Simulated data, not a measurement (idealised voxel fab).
The document below concerns the process module designated voxel capacitor over wiring.
Xsec cut, 170 nm wide, square cell size 5 nm.
Cross-section, as written here: a square-cell grid given band by band from the top down, where a band holds one or more rows of cells. The band entry comprises the height of the band's top followed by the height of its bottom, expressed in nm, and subsequently the band's materials from left to right, each stated together with its width in nm. Where a single material is marked with the word "edge to edge", that material fills the band from edge to edge. The word "air" represents empty space. Below 0: as-received wafer, all one material; heights counted from there. Lowest band: no bottom, goes on down, written "from 0 down". Quick explanation for "30->40": the width changes in equal steps down the rows of cells, from the first number in the band's top row to the second number in its bottom row. It should be understood that the words "changes: none", when stated for a given step, signify that the cross-section underwent no change in any of its cells during that step. What "Enclosed void entries" gives you is every empty space of 8 cells or more that is cut off from the top. Each appears as width x height at distance, with the distance taken from the left edge and width, height and distance all in nm. Text after the settings on a step's line: the simulator's own remark on that step. overlay nm: mask right of planned place by this much (step with mask). Neg. = left.
Planned process steps:
step 1: RECEIVE | material Si
step 2: CONFORMAL_DEP | material SiO2 | thk nm 10
step 3: DIRECTIONAL_DEP | material TiN | thk nm 5
step 4: DIRECTIONAL_DEP | material Ru | thk nm 15
step 5: DIRECTIONAL_DEP | material aC | thk nm 15
step 6: PATTERN | tone cover | mask id METAL_1 | material resist | width nm 20 | pitch nm 80 | thk nm 35 | overlay nm 0
step 7: DIRECTIONAL_ETCH | etch materials aC | depth nm 15
step 8: STRIP | etch materials resist
step 9: DIRECTIONAL_ETCH | etch materials Ru | depth nm 15
step 10: DIRECTIONAL_ETCH | etch materials TiN | depth nm 5
step 11: STRIP | etch materials aC
step 12: FILL_DEP | material SiO2 | thk nm 10
step 13: CMP | height nm 30
step 14: CONFORMAL_DEP | material SiCN | thk nm 5
step 15: DIRECTIONAL_DEP | material lowk | thk nm 15
step 16: DIRECTIONAL_DEP | material aC | thk nm 15
step 17: PATTERN | tone open | mask id PLUG_1 | material resist | width nm 15 | thk nm 30 | overlay nm 0
step 18: DIRECTIONAL_ETCH | etch materials aC | depth nm 15
step 19: STRIP | etch materials resist
step 20: DIRECTIONAL_ETCH | etch materials lowk | depth nm 15
step 21: DIRECTIONAL_ETCH | etch materials SiCN | depth nm 5
step 22: STRIP | etch materials aC
step 23: CONFORMAL_DEP | material TiN | thk nm 5
step 24: FILL_DEP | material W | thk nm 5
step 25: CMP | height nm 50
step 26: DIRECTIONAL_DEP | material TiN | thk nm 10
step 27: DIRECTIONAL_DEP | material SiN | thk nm 5
step 28: DIRECTIONAL_DEP | material TiN | thk nm 10
step 29: MASKED_ETCH | tone cover | mask id UPPER_PLATE | width nm 65 | etch materials TiN | depth nm 10 | overlay nm 0
step 30: MASKED_ETCH | tone cover | mask id UPPER_PLATE | width nm 65 | etch materials SiN | depth nm 5 | overlay nm 0
step 31: PATTERN | tone cover | mask id LOWER_PLATE | material resist | width nm 75 | thk nm 20 | overlay nm 0
step 32: DIRECTIONAL_ETCH | etch materials TiN | depth nm 10
step 33: STRIP | etch materials resist
step 34: FILL_DEP | material SiO2 | thk nm 15
step 35: CMP | height nm 85
step 36: DIRECTIONAL_DEP | material aC | thk nm 15
step 37: PATTERN | tone open | mask id PLUG_2 | material resist | width nm 15 | thk nm 30 | overlay nm 0
step 38: DIRECTIONAL_ETCH | etch materials aC | depth nm 15
step 39: STRIP | etch materials resist
step 40: DIRECTIONAL_ETCH | etch materials SiO2 | depth nm 10
step 41: STRIP | etch materials aC
step 42: CONFORMAL_DEP | material TiN | thk nm 5
step 43: FILL_DEP | material Cu | thk nm 5
step 44: CMP | height nm 85
step 45: CONFORMAL_DEP | material SiN | thk nm 5
Cross-sectional view of the wafer in its as-received condition, corresponding to the state after step 1:
    from 0 down | Si edge to edge
    Enclosed void entries: none
a wafer at the end: this start, this plan, one mistake:
    from 90 to 85 | SiN edge to edge
    from 85 to 80 | SiO2 (50), then TiN (5), then Cu (5), then TiN (5), then SiO2 (105)
    from 80 to 75 | SiO2 (50), then TiN (15), then SiO2 (105)
    from 75 to 65 | SiO2 (40), then TiN (65), then SiO2 (65)
    from 65 to 60 | SiO2 (40), then SiN (65), then SiO2 (65)
    from 60 to 50 | SiO2 (35), then TiN (75), then SiO2 (60)
    from 50 to 35 | lowk (40), then TiN (5), then W (5), then TiN (5), then lowk (115)
    from 35 to 30 | SiCN (40), then TiN (15), then SiCN (115)
    from 30 to 25 | SiO2 (35), then TiN (20), then SiO2 (60), then TiN (20), then SiO2 (35)
    from 25 to 10 | Ru edge to edge
    from 10 to 0 | SiO2 edge to edge
    from 0 down | Si edge to edge
    Enclosed void entries: none
Run error: swap of plan steps 3 and 4 during execution
